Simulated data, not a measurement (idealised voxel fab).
The following is a process module called voxel double patterning.
Square cells of 5 nm make up the cross-section cut, whose width is 275 nm.
Cross-section layout: square cells on a grid; listed as bands, top to bottom; a band spans one or more cell rows. Look at the band entry: it leads with the top's height and the bottom's height in nm. Then it lists the materials left to right, with a width in nm for each. The word "everywhere" on a single material says that material fills the band edge to edge. The word "air" is empty space. Height 0 is the level under which the wafer as received is all one material. The lowest band goes on downwards, as in "z 0 and below". A width given as "30 to 40" starts at the first number in the band's top row and ends at the second number in its bottom row, shifting by an equal amount at every step from row to row. What does "no modification" mean for a step? It means no cell of the cross-section changed in that step. "Sealed-off cavities" lists enclosed empty spaces (at least 8 cells, no open path upward to the top), each as width x height at distance from the left edge, in nm. Post-settings text on a step line: simulator's own remark regarding the step. overlay nm: right-of-plan distance of the mask on a masked step; negative values mean left-of-plan.
SO HERE'S THE LINEUP OF PROCESS STEPS WE PLANNED
1. RECEIVE: material Si
2. CONFORMAL_DEP: material SiO2, thk nm 10
3. DIRECTIONAL_DEP: material polySi, thk nm 15
4. DIRECTIONAL_DEP: material SiCN, thk nm 5
5. MASKED_ETCH: tone open, mask id FIRST, width nm 15, pitch nm 50, etch materials SiCN, depth nm 5, overlay nm 0
6. DIRECTIONAL_DEP: material aC, thk nm 10
7. PATTERN: tone open, mask id SECOND, material resist, width nm 15, pitch nm 50, thk nm 25, overlay nm 0
8. DIRECTIONAL_ETCH: etch materials aC, depth nm 10
9. STRIP: etch materials resist
10. DIRECTIONAL_ETCH: etch materials SiCN, depth nm 5
11. STRIP: etch materials aC
12. DIRECTIONAL_ETCH: etch materials polySi, depth nm 15
13. STRIP: etch materials SiCN
WAFER CROSS-SECTION ON RECEIPT, I.E. AFTER STEP 1
z 0 and below | Si everywhere
Sealed-off cavities: none
STARTING WAFER: ABOVE. PLAN: ABOVE. RUN: ONE MISTAKE. CROSS-SECTION AFTER THE MODULE: BELOW
z 25 to 10 | air (80), then polySi (15), then air (35), then polySi (15), then air (35), then polySi (15), then air (80)
z 10 to 0 | SiO2 everywhere
z 0 and below | Si everywhere
Sealed-off cavities: none
Run error: note that step 5 departed from the planned setting and was carried out as MASKED_ETCH: tone cover, mask id FIRST, width nm 15, pitch nm 50, etch materials SiCN, depth nm 5, overlay nm 0
